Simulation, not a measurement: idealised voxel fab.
process module | voxel ribs on slabs
cross-section cut | 150 nm wide | cells 5 nm
A cross-section is a grid of square cells, given in bands from the top down. A band is one or more rows of cells.
Each band's line starts with the height of the band's top and of its bottom, in nm. Then come its materials from left to right, each with its width in nm. One material with "throughout" fills the band from edge to edge. "air" is empty space.
Height 0 is the level under which the wafer as received is all one material. The lowest band goes on downwards, as in "0 down".
A width such as "30 to 40" changes by the same amount from each row of cells to the next, from the band's top row to its bottom row.
"no change" after a step means that no cell of the cross-section changed.
closed voids: empty space of 8 cells or more with no open way to the top, each as width x height at its distance from the left edge, in nm
after a step's settings: what the simulator itself notes on the step
overlay nm, on a step with a mask: how far to the right of its planned place the mask lay; to the left if negative
plan
1 op RECEIVE | material Si
2 op DIRECTIONAL_DEP | material SiO2 | thk nm 25
3 op DIRECTIONAL_DEP | material polySi | thk nm 25
4 op DIRECTIONAL_DEP | material aC | thk nm 10
5 op PATTERN | tone cover | mask id RIB | material resist | width nm 25 | thk nm 25 | overlay nm 0
6 op DIRECTIONAL_ETCH | etch materials aC | depth nm 10
7 op STRIP | etch materials resist
8 op DIRECTIONAL_ETCH | etch materials polySi | depth nm 10
9 op STRIP | etch materials aC
10 op MASKED_ETCH | tone cover | mask id SLAB | width nm 55 | etch materials polySi | depth nm 15 | overlay nm 0
11 op FILL_DEP | material SiO2 | thk nm 15
12 op CMP | height nm 60
13 op DIRECTIONAL_DEP | material W | thk nm 5
14 op DIRECTIONAL_DEP | material aC | thk nm 10
15 op PATTERN | tone cover | mask id HEATER | material resist | width nm 35 | thk nm 30 | overlay nm 0
16 op DIRECTIONAL_ETCH | etch materials aC | depth nm 10
17 op STRIP | etch materials resist
18 op DIRECTIONAL_ETCH | etch materials W | depth nm 5
19 op STRIP | etch materials aC
20 op CONFORMAL_DEP | material SiN | thk nm 5
as received, after step 1
  0 down: Si throughout
  closed voids: none
a wafer at the end: this start, this plan, one mistake
  60 to 55: air 50 | SiN 45 | air 55
  55 to 50: SiN 55 | W 35 | SiN 60
  50 to 40: SiO2 60 | polySi 25 | SiO2 65
  40 to 25: SiO2 45 | polySi 55 | SiO2 50
  25 to 0: SiO2 throughout
  0 down: Si throughout
  closed voids: none
what went wrong: step 12 ran as: op CMP | height nm 50
